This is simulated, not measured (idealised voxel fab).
The document below concerns the process module designated voxel quadruple lines.
Each square cell in cross-section cut measures 5 nm, and the section as a whole is 220 nm wide.
Just so we're on the same page, the cross-sections are grids of square cells, and they're listed out in bands top to bottom, each band one or more rows deep.
Band: top and bottom heights (nm) first, top before bottom; then materials from left to right, widths in nm. "all across" marks a sole material filling the band edge to edge. "air" denotes empty space.
Counting heights begins at 0, where everything beneath is, in the wafer as received, one material. The lowest band has no bottom; it goes on downwards, as "from 0 down" shows.
When a width is written as two numbers, as in "30 to 40", the first number is the width in the top row of cells of the band and the second is the width in its bottom row, and the width changes by the same amount from each row to the next.
Take "same as before" at face value: in the step it is given for, the cross-section changed in none of its cells.
Reported under the label "Enclosed cavity list" are the empty spaces having no open way to the top and comprising 8 cells or more; the notation for each is width x height at distance, in which the distance is measured from the left edge and all three values are in nm.
The remark found on a step's line after its settings is issued by the simulator itself and pertains to that step.
A step line may carry the setting "overlay nm", which, for steps involving a mask, states the distance by which the mask lay to the right of its intended position; negative values denote displacement to the left.

**List of planned process steps**
1 op RECEIVE | material Si
2 op CONFORMAL_DEP | material SiO2 | thk nm 5
3 op DIRECTIONAL_DEP | material Ru | thk nm 10
4 op DIRECTIONAL_DEP | material polySi | thk nm 20
5 op DIRECTIONAL_DEP | material aC | thk nm 20
6 op PATTERN | tone cover | mask id MANDREL | material resist | width nm 20 | pitch nm 60 | thk nm 30 | overlay nm -15
7 op DIRECTIONAL_ETCH | etch materials aC | depth nm 20
8 op STRIP | etch materials resist
9 op CONFORMAL_DEP | material SiO2 | thk nm 10
10 op DIRECTIONAL_ETCH | etch materials SiO2 | depth nm 10
11 op STRIP | etch materials aC
12 op DIRECTIONAL_ETCH | etch materials polySi | depth nm 20
13 op STRIP | etch materials SiO2
14 op CONFORMAL_DEP | material SiCN | thk nm 5
15 op DIRECTIONAL_ETCH | etch materials SiCN | depth nm 5
16 op STRIP | etch materials polySi
17 op DIRECTIONAL_ETCH | etch materials Ru | depth nm 10
18 op STRIP | etch materials SiCN
19 op FILL_DEP | material lowk | thk nm 10
20 op CMP | height nm 15
varied across the wafers: overlay nm of step 6. The plan shows the first wafer's value. All wafers start alike

**The first of several wafers in cross-section, exactly as it reached us after step 1**
* from 0 down  Si all across
* Enclosed cavity list: none

**Row per wafer, end-of-module: cell gain (+)/loss (-) by material since the wafer came in, then closed voids**
overlay nm -15; +16 Ru; +44 SiO2; +72 lowk; Enclosed cavity list: none
overlay nm -10; +16 Ru; +44 SiO2; +72 lowk; Enclosed cavity list: none
overlay nm -5; +16 Ru; +44 SiO2; +72 lowk; Enclosed cavity list: none
overlay nm 0; +16 Ru; +44 SiO2; +72 lowk; Enclosed cavity list: none
overlay nm 5; +16 Ru; +44 SiO2; +72 lowk; Enclosed cavity list: none
overlay nm 10; +16 Ru; +44 SiO2; +72 lowk; Enclosed cavity list: none
overlay nm 15; +16 Ru; +44 SiO2; +72 lowk; Enclosed cavity list: none
